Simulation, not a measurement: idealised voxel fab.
voxel self aligned vias: a process module
FYI the section here is cut, 255 nm wide, cells are 5 nm squares.
Bands, listed from the top down, are how a cross-section gets written in this document; the cross-section itself is a grid of square cells, and a band is one or more rows of them. Basically the band line says how high the top is and how high the bottom is, in nm, and then what's in it from left to right, every material with its width in nm. Empty space shows up as "blank", and if a single material carries "everywhere" it runs the full band edge to edge. We count height from 0. Below that, the starting wafer is all one material. The lowest band never ends at the bottom but goes on down; see "0 and below" for how that is written. A width such as "30..40" changes by the same amount from each row of cells to the next, from the band's top row to its bottom row. Where a step carries "all unchanged", the cross-section came out of it unchanged, cell for cell. Closed-off voids of 8+ cells (no open route to the top) go in "Unvented cavities", written width x height at distance from the left edge, in nm. Past the settings on a step's line: simulator remark, on that step. The optional step-line setting "overlay nm" applies to steps with a mask and quantifies how far to the right of its planned location the mask lay, a negative value indicating leftward placement.

STEPS PLANNED FOR THE PROCESS
1 op RECEIVE | material Si
2 op CONFORMAL_DEP | material SiO2 | thk nm 10
3 op CONFORMAL_DEP | material SiCN | thk nm 5
4 op DIRECTIONAL_DEP | material SiO2 | thk nm 25
5 op MASKED_ETCH | tone open | mask id LINES | width nm 25 | pitch nm 60 | etch materials SiO2 | depth nm 25 | overlay nm 0
6 op CONFORMAL_DEP | material TiN | thk nm 5
7 op FILL_DEP | material W | thk nm 5
8 op CMP | height nm 40
9 op SELECTIVE_ETCH | etch materials W Ru TiN | depth nm 10
10 op FILL_DEP | material SiN | thk nm 10
11 op CMP | height nm 40
12 op DIRECTIONAL_DEP | material SiO2 | thk nm 20
13 op MASKED_ETCH | tone open | mask id VIAS | width nm 45 | pitch nm 120 | etch materials SiO2 | depth nm 20 | overlay nm 0
14 op MASKED_ETCH | tone open | mask id VIAS | width nm 45 | pitch nm 120 | etch materials SiN | depth nm 10 | overlay nm 0
15 op CONFORMAL_DEP | material TiN | thk nm 5
16 op FILL_DEP | material Cu | thk nm 5
17 op CMP | height nm 60
18 op CONFORMAL_DEP | material SiCN | thk nm 5

CROSS-SECTION, INCOMING MATERIAL, AFTER STEP 1
* 0 and below | Si everywhere
* Unvented cavities: none

FIRST OF TWO WAFERS: CROSS-SECTION AT END OF MODULE, RUN PER PLAN
* 65 down to 60 | SiCN everywhere
* 60 down to 45 | SiO2 45, then TiN 5, then Cu 35, then TiN 5, then SiO2 75, then TiN 5, then Cu 35, then TiN 5, then SiO2 45
* 45 down to 40 | SiO2 45, then TiN 15, then Cu 15, then TiN 15, then SiO2 75, then TiN 15, then Cu 15, then TiN 15, then SiO2 45
* 40 down to 35 | SiO2 55, then TiN 5, then Cu 15, then TiN 5, then SiO2 35, then SiN 25, then SiO2 35, then TiN 5, then Cu 15, then TiN 5, then SiO2 55
* 35 down to 30 | SiO2 55, then TiN 25, then SiO2 35, then SiN 25, then SiO2 35, then TiN 25, then SiO2 55
* 30 down to 20 | SiO2 55, then TiN 5, then W 15, then TiN 5, then SiO2 35, then TiN 5, then W 15, then TiN 5, then SiO2 35, then TiN 5, then W 15, then TiN 5, then SiO2 55
* 20 down to 15 | SiO2 55, then TiN 25, then SiO2 35, then TiN 25, then SiO2 35, then TiN 25, then SiO2 55
* 15 down to 10 | SiCN everywhere
* 10 down to 0 | SiO2 everywhere
* 0 and below | Si everywhere
* Unvented cavities: none

CROSS-SECTION AT END OF MODULE FOR THE SECOND WAFER OF TWO, WHICH MATCHED THE FIRST IN STARTING POINT AND PLAN AND DIFFERED BY ONE MISTAKE IN ITS PROCESSING
* 65 down to 60 | SiCN everywhere
* 60 down to 40 | SiO2 45, then TiN 5, then Cu 35, then TiN 5, then SiO2 75, then TiN 5, then Cu 35, then TiN 5, then SiO2 45
* 40 down to 35 | SiN 45, then TiN 5, then Cu 35, then TiN 5, then SiN 75, then TiN 5, then Cu 35, then TiN 5, then SiN 45
* 35 down to 30 | SiN 45, then TiN 45, then SiN 75, then TiN 45, then SiN 45
* 30 down to 20 | SiO2 55, then SiN 25, then SiO2 35, then SiN 25, then SiO2 35, then SiN 25, then SiO2 55
* 20 down to 15 | SiO2 55, then TiN 25, then SiO2 35, then TiN 25, then SiO2 35, then TiN 25, then SiO2 55
* 15 down to 10 | SiCN everywhere
* 10 down to 0 | SiO2 everywhere
* 0 and below | Si everywhere
* Unvented cavities: none
Where did the run depart from the plan? step 8 off recipe, ran as op CMP | height nm 30
End of process, cell counts, second wafer against first, materials with more or fewer: Cu +16; SiN +86; SiO2 -72; TiN -12; W -18
